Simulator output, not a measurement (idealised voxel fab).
process module | voxel ribs on slabs
cross-section cut | 235 nm wide | cells 5 nm
A cross-section is a grid of square cells, given in bands from the top down. A band is one or more rows of cells.
Each band's line starts with the height of the band's top and of its bottom, in nm. Then come its materials from left to right, each with its width in nm. One material with "throughout" fills the band from edge to edge. "air" is empty space.
Height 0 is the level under which the wafer as received is all one material. The lowest band goes on downwards, as in "0 down".
A width such as "30 to 40" changes by the same amount from each row of cells to the next, from the band's top row to its bottom row.
"no change" after a step means that no cell of the cross-section changed.
closed voids: empty space of 8 cells or more with no open way to the top, each as width x height at its distance from the left edge, in nm
after a step's settings: what the simulator itself notes on the step
overlay nm, on a step with a mask: how far to the right of its planned place the mask lay; to the left if negative
plan
1 op RECEIVE | material Si
2 op DIRECTIONAL_DEP | material SiO2 | thk nm 25
3 op DIRECTIONAL_DEP | material polySi | thk nm 20
4 op MASKED_ETCH | tone cover | mask id RIB | width nm 20 | etch materials polySi | depth nm 5 | overlay nm 0
5 op MASKED_ETCH | tone cover | mask id SLAB | width nm 70 | etch materials polySi | depth nm 15 | overlay nm 0
6 op FILL_DEP | material SiO2 | thk nm 25
7 op CMP | height nm 65
8 op DIRECTIONAL_DEP | material TiN | thk nm 5
9 op PATTERN | tone cover | mask id HEATER | material resist | width nm 30 | thk nm 20 | overlay nm 0
10 op DIRECTIONAL_ETCH | etch materials TiN | depth nm 5
11 op STRIP | etch materials resist
12 op CONFORMAL_DEP | material SiO2 | thk nm 5
as received, after step 1
  0 down: Si throughout
  closed voids: none
first wafer at the end, as planned
  75 to 70: air 95 | SiO2 40 | air 100
  70 to 65: SiO2 100 | TiN 30 | SiO2 105
  65 to 45: SiO2 throughout
  45 to 40: SiO2 105 | polySi 20 | SiO2 110
  40 to 25: SiO2 80 | polySi 70 | SiO2 85
  25 to 0: SiO2 throughout
  0 down: Si throughout
  closed voids: none
second wafer at the end: like start, like plan, one mistake
  75 to 70: air 100 | SiO2 35 | air 100
  70 to 65: SiO2 105 | TiN 25 | SiO2 105
  65 to 45: SiO2 throughout
  45 to 40: SiO2 105 | polySi 20 | SiO2 110
  40 to 25: SiO2 80 | polySi 70 | SiO2 85
  25 to 0: SiO2 throughout
  0 down: Si throughout
  closed voids: none
what went wrong: step 9 ran as: op PATTERN | tone cover | mask id HEATER | material resist | width nm 25 | thk nm 20 | overlay nm 0
at the end the second wafer has, in cells: 1 fewer of TiN
